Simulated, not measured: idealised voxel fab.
Presented below is a process module, voxel self aligned contacts.
Square cells of 5 nm make up the cross-section cut, whose width is 200 nm.
If you're reading a cross-section in this doc, picture square cells in a grid; it comes to you as bands, top ones listed first down to the bottom, and a band can be one or more rows of cells.
Heights first: top, then bottom, in nm. Then materials, left to right, each with a width in nm. "full width" on a single material: fills the band edge to edge. "air": empty space.
Beneath 0, the wafer as received is one material, and that level is where height counting begins. The lowest band goes on downward without a bottom; it is written like "0 and below".
It should be noted that a width expressed as "30->40" varies in equal increments from row to row of cells within the band, taking the value of the first number at the top row and that of the second number at the bottom row.
The designation "everything unchanged", where it is given for a processing step, indicates that no cell of the cross-section was altered in the course of that step.
Under "Enclosed internal cavities" you'll find the enclosed gaps, the ones with no way out to the top, that are 8 cells or bigger; each reads width x height at distance, with distance counted from the left edge, everything in nm.
On each step's line, the part that comes after the settings is the simulator's own comment on the step.
A step's line can hold "overlay nm"; with a mask on that step, the setting says how far right of the planned place the mask lay, while a negative setting says it lay to the left.
The steps planned for the process are as follows
- 1: RECEIVE with material Si
- 2: OXIDIZE with depth nm 5
- 3: DIRECTIONAL_DEP with material polySi, thk nm 20
- 4: DIRECTIONAL_DEP with material SiN, thk nm 25
- 5: PATTERN with tone cover, mask id GATE, material resist, width nm 30, pitch nm 70, thk nm 20, overlay nm 0
- 6: DIRECTIONAL_ETCH with etch materials SiN, depth nm 25
- 7: DIRECTIONAL_ETCH with etch materials polySi, depth nm 20
- 8: STRIP with etch materials resist
- 9: CONFORMAL_DEP with material SiN, thk nm 10
- 10: DIRECTIONAL_ETCH with etch materials SiN, depth nm 10
- 11: FILL_DEP with material SiO2, thk nm 15
- 12: CMP with height nm 50
- 13: MASKED_ETCH with tone open, mask id CONTACT, width nm 50, pitch nm 70, etch materials SiO2, depth nm 55, overlay nm 0
- 14: CONFORMAL_DEP with material TiN, thk nm 5
- 15: FILL_DEP with material W, thk nm 5
- 16: CMP with height nm 50
- 17: CONFORMAL_DEP with material SiCN, thk nm 5
Delivered wafer in cross-section: state after step 1
> 0 and below = Si full width
> Enclosed internal cavities: none
Starting structure and process plan are as shown above, but one mistake was made in running the module; the wafer cross-section at the end of the module follows
> 55 down to 50 = SiCN full width
> 50 down to 45 = W full width
> 45 down to 20 = W=5 | SiN=50 | W=20 | SiN=50 | W=20 | SiN=50 | W=5
> 20 down to 0 = W=5 | SiN=10 | polySi=30 | SiN=10 | W=20 | SiN=10 | polySi=30 | SiN=10 | W=20 | SiN=10 | polySi=30 | SiN=10 | W=5
> 0 down to -5 = SiO2 full width
> -5 and below = Si full width
> Enclosed internal cavities: none
Heads up, the wafer didn't run the way we planned it: step 11 ran with different settings than intended, the actual operation and settings being FILL_DEP with material W, thk nm 15
